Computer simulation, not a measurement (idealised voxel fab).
Documented hereafter: the process module known as voxel tone inversion.
The cross-section on display is named cut; it measures 230 nm wide, and its cells are 5 nm squares.
Notation: cross-section as square-cell grid; stated in bands, top first, going down; one or more cell rows per band. The entry gives the band's vertical extent as a top height and a bottom height in nm, then its horizontal make-up as materials from left to right, each with a width in nm. "empty" stands for empty space; a single material marked "throughout" fills the band edge to edge. We count height from 0. Below that, the starting wafer is all one material. The lowest band never ends at the bottom but goes on down; see "0 nm and below" for how that is written. With a width like "30 to 40", each row of cells in the band differs from the next by the same amount, the top row carrying the first number and the bottom row the second. Given "no alteration" for a step, no cell of the cross-section differs between before and after that step. The label "Closed void table" introduces a list of the empty spaces, 8 cells or larger, that have no open way up to the top; each entry in it reads width x height at distance, where the distance is taken from the left edge and all three are stated in nm. Where a step's line continues beyond its settings, the continuation is a remark by the simulator itself on that step. For masked steps, "overlay nm" on the step line gives how far right of plan the mask actually lay; a minus sign means it lay to the left.

-- So here's the lineup of process steps we planned
1: RECEIVE, material Si
2: CONFORMAL_DEP, material SiN, thk nm 10
3: DIRECTIONAL_DEP, material aC, thk nm 25
4: PATTERN, tone cover, mask id POSTS, material resist, width nm 20, pitch nm 35, thk nm 35, overlay nm 0
5: DIRECTIONAL_ETCH, etch materials aC, depth nm 25
6: STRIP, etch materials resist
7: FILL_DEP, material lowk, thk nm 10
8: CMP, height nm 35
9: STRIP, etch materials aC

-- First of two wafers, with the run carried out as planned

-- This is the cross-section of the wafer as we received it, i.e. after step 1
0 nm and below | Si throughout
Closed void table: none

-- Presented here is a cross-section of the wafer after step 2 has been performed
10 nm to 0 nm | SiN throughout
Below 0 it's all the same as before, nothing changed down there.

-- Presented here is a cross-section of the wafer after step 3 has been performed
35 nm to 10 nm | aC throughout
Below 10 it's all the same as before, nothing changed down there.

-- Presented here is a cross-section of the wafer after step 4 has been performed
70 nm to 35 nm | empty: 70  resist: 20  empty: 15  resist: 20  empty: 15  resist: 20  empty: 70
Below 35 it's all the same as before, nothing changed down there.

-- Presented here is a cross-section of the wafer after step 5 has been performed
45 nm to 35 nm | empty: 70  resist: 20  empty: 15  resist: 20  empty: 15  resist: 20  empty: 70
35 nm to 10 nm | empty: 70  aC: 20  empty: 15  aC: 20  empty: 15  aC: 20  empty: 70
Below 10 it's all the same as before, nothing changed down there.

-- Presented here is a cross-section of the wafer after step 6 has been performed
35 nm to 10 nm | empty: 70  aC: 20  empty: 15  aC: 20  empty: 15  aC: 20  empty: 70
Below 10 it's all the same as before, nothing changed down there.

-- Presented here is a cross-section of the wafer after step 7 has been performed
45 nm to 35 nm | lowk throughout
35 nm to 10 nm | lowk: 70  aC: 20  lowk: 15  aC: 20  lowk: 15  aC: 20  lowk: 70
Below 10 it's all the same as before, nothing changed down there.

-- Presented here is a cross-section of the wafer after step 8 has been performed
35 nm to 10 nm | lowk: 70  aC: 20  lowk: 15  aC: 20  lowk: 15  aC: 20  lowk: 70
Below 10 it's all the same as before, nothing changed down there.

-- Presented here is a cross-section of the wafer after step 9 has been performed
35 nm to 10 nm | lowk: 70  empty: 20  lowk: 15  empty: 20  lowk: 15  empty: 20  lowk: 70
Below 10 it's all the same as before, nothing changed down there.

-- Wafer two. Identical start, identical plan. One mistake in execution. Identical history through step 6

-- Second wafer, cross-section, planned end of step 7
45 nm to 35 nm | SiN throughout
35 nm to 10 nm | SiN: 70  aC: 20  SiN: 15  aC: 20  SiN: 15  aC: 20  SiN: 70
Below 10 it's all the same as before, nothing changed down there.

-- Second wafer, cross-section, planned end of step 8
35 nm to 10 nm | SiN: 70  aC: 20  SiN: 15  aC: 20  SiN: 15  aC: 20  SiN: 70
Below 10 it's all the same as before, nothing changed down there.

-- Second wafer, cross-section, planned end of step 9
35 nm to 10 nm | SiN: 70  empty: 20  SiN: 15  empty: 20  SiN: 15  empty: 20  SiN: 70
Below 10 it's all the same as before, nothing changed down there.
Diagnosis: contrary to plan, step 7 was performed as FILL_DEP, material SiN, thk nm 10
Bottom line after processing is that, in cells, the second wafer is up or down on some materials versus the first: 170 more of SiN; 170 fewer of lowk
